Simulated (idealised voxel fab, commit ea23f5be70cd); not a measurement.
voxel self aligned vias: a process module
For reference, the cross-section in this document is cut, with width 175 nm and square cells of 5 nm.
A cross-section in this document is a grid of square cells, and it is written down as bands, the top band listed before the ones below it; a band is made up of one or more rows of cells.
Heads up on the band format: heights come first, top then bottom, in nm. After that it's the materials left to right, each with its width in nm. A single material flagged "everywhere" fills the whole band edge to edge, and "blank" means there's empty space there.
Heights from 0 (as-received wafer is one material below). Bottom band endless downward, as "from 0 down".
You'd read "30->40" like this: the band's top row of cells is as wide as the first number, its bottom row is as wide as the second, and going down, every row changes width by the same amount as the row before did.
"remains unaltered" -> step changed no cross-section cell.
If an empty space has no open way to the top and is at least 8 cells in size, "Closed voids list" lists it, written width x height at distance, where distance is measured from the left edge and every value is in nm.
Read whatever lies past the settings on a step's line as the simulator's own remark about the step.
overlay nm, on a step with a mask: how far to the right of its planned place the mask lay; to the left if negative
plan
1: RECEIVE: material Si
2: CONFORMAL_DEP: material SiO2, thk nm 15
3: CONFORMAL_DEP: material SiCN, thk nm 5
4: DIRECTIONAL_DEP: material lowk, thk nm 30
5: DIRECTIONAL_DEP: material aC, thk nm 15
6: PATTERN: tone open, mask id LINES, material resist, width nm 25, pitch nm 65, thk nm 35, overlay nm 0
7: DIRECTIONAL_ETCH: etch materials aC, depth nm 15
8: STRIP: etch materials resist
9: DIRECTIONAL_ETCH: etch materials lowk, depth nm 30
10: STRIP: etch materials aC
11: CONFORMAL_DEP: material TiN, thk nm 5
12: FILL_DEP: material W, thk nm 5
13: CMP: height nm 50
14: SELECTIVE_ETCH: etch materials W Ru TiN, depth nm 10
15: FILL_DEP: material SiN, thk nm 10
16: CMP: height nm 50
17: DIRECTIONAL_DEP: material lowk, thk nm 20
18: DIRECTIONAL_DEP: material aC, thk nm 10
19: PATTERN: tone open, mask id VIAS, material resist, width nm 35, thk nm 30, overlay nm 0
20: DIRECTIONAL_ETCH: etch materials aC, depth nm 10
21: STRIP: etch materials resist
22: DIRECTIONAL_ETCH: etch materials lowk, depth nm 20
23: DIRECTIONAL_ETCH: etch materials SiN, depth nm 10
24: STRIP: etch materials aC
25: CONFORMAL_DEP: material TiN, thk nm 5
26: FILL_DEP: material W, thk nm 10
27: CMP: height nm 70
28: CONFORMAL_DEP: material SiN, thk nm 5
This is the cross-section of the wafer as we received it, i.e. after step 1
> from 0 down | Si everywhere
> Closed voids list: none
Cross-sectional result after module completion. Note: starting condition and plan are unchanged from above; one processing mistake was made
> from 80 to 75 | SiN everywhere
> from 75 to 70 | 40 TiN | 25 W | 110 TiN
> from 70 to 55 | 35 lowk | 5 TiN | 25 W | 5 TiN | 105 lowk
> from 55 to 50 | 35 lowk | 10 TiN | 15 W | 10 TiN | 105 lowk
> from 50 to 45 | 40 lowk | 5 TiN | 15 W | 5 TiN | 40 lowk | 25 SiN | 45 lowk
> from 45 to 40 | 40 lowk | 25 TiN | 40 lowk | 25 SiN | 45 lowk
> from 40 to 25 | 40 lowk | 5 TiN | 15 W | 5 TiN | 40 lowk | 5 TiN | 15 W | 5 TiN | 45 lowk
> from 25 to 20 | 40 lowk | 25 TiN | 40 lowk | 25 TiN | 45 lowk
> from 20 to 15 | SiCN everywhere
> from 15 to 0 | SiO2 everywhere
> from 0 down | Si everywhere
> Closed voids list: none
Deviation noted in wafer processing: step 27 changed vs plan, executed as CMP: height nm 75
